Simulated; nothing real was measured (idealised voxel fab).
This section sets out a process module, namely voxel ribs on slabs.
Cross-section cut spans 185 nm and uses square cells 5 nm in size.
Cross-section spec: square-cell grid; bands listed top down; each band is one or more rows.
First you get the band's top height and its bottom height, in nm, and then the materials it's made of, left to right, with each width in nm. If you see a single material with "all across", that one covers the band edge to edge. "blank" is empty space.
Heads up on the height convention: 0 is the point under which the incoming wafer is all one material, and the lowest band has no bottom, it just keeps going down, like "0 nm and below".
Read "30 to 40" as a graded width: first number on top, second number at the bottom, same change between each pair of neighbouring rows.
Basically "stayed the same" means that step didn't change any cell in the cross-section.
In "Closed void register" the enclosed voids are listed, meaning empty spaces of 8 cells or larger without any opening to the top. The form is width x height at distance, distance from the left edge, units nm.
On a step's line, text after the settings is the simulator commenting on that step.
What "overlay nm" on a step's line means: if the step has a mask, that mask lay this far to the right of its planned place, or, when the value is negative, to the left.

[The process steps that were planned are listed below]
| 1 | RECEIVE: material Si |
| 2 | DIRECTIONAL_DEP: material SiO2, thk nm 25 |
| 3 | DIRECTIONAL_DEP: material polySi, thk nm 15 |
| 4 | PATTERN: tone cover, mask id RIB, material resist, width nm 25, thk nm 15, overlay nm 0 |
| 5 | DIRECTIONAL_ETCH: etch materials polySi, depth nm 10 |
| 6 | STRIP: etch materials resist |
| 7 | MASKED_ETCH: tone cover, mask id SLAB, width nm 55, etch materials polySi, depth nm 5, overlay nm 0 |
| 8 | FILL_DEP: material SiO2, thk nm 20 |
| 9 | CMP: height nm 50 |
| 10 | DIRECTIONAL_DEP: material TiN, thk nm 10 |
| 11 | MASKED_ETCH: tone cover, mask id HEATER, width nm 35, etch materials TiN, depth nm 10, overlay nm 0 |
| 12 | CONFORMAL_DEP: material SiN, thk nm 5 |
The wafers in this document start out alike and differ in the width nm applied at step 7; the plan shows the value used for the first wafer.

[After step 1, as received: first of several wafers, cross-section]
> 0 nm and below | Si all across
> Closed void register: none

[The table below has one row for each wafer; a row shows, as of the end of the module, how many cells of each material the wafer has gained, marked (+), or lost, marked (-), since it was received, and then the wafer's closed voids]
width nm 55 | +41 SiN | +349 SiO2 | +14 TiN | +21 polySi | Closed void register: none
width nm 60 | +41 SiN | +348 SiO2 | +14 TiN | +22 polySi | Closed void register: none
width nm 65 | +41 SiN | +347 SiO2 | +14 TiN | +23 polySi | Closed void register: none
width nm 70 | +41 SiN | +346 SiO2 | +14 TiN | +24 polySi | Closed void register: none
width nm 75 | +41 SiN | +345 SiO2 | +14 TiN | +25 polySi | Closed void register: none
width nm 80 | +41 SiN | +344 SiO2 | +14 TiN | +26 polySi | Closed void register: none
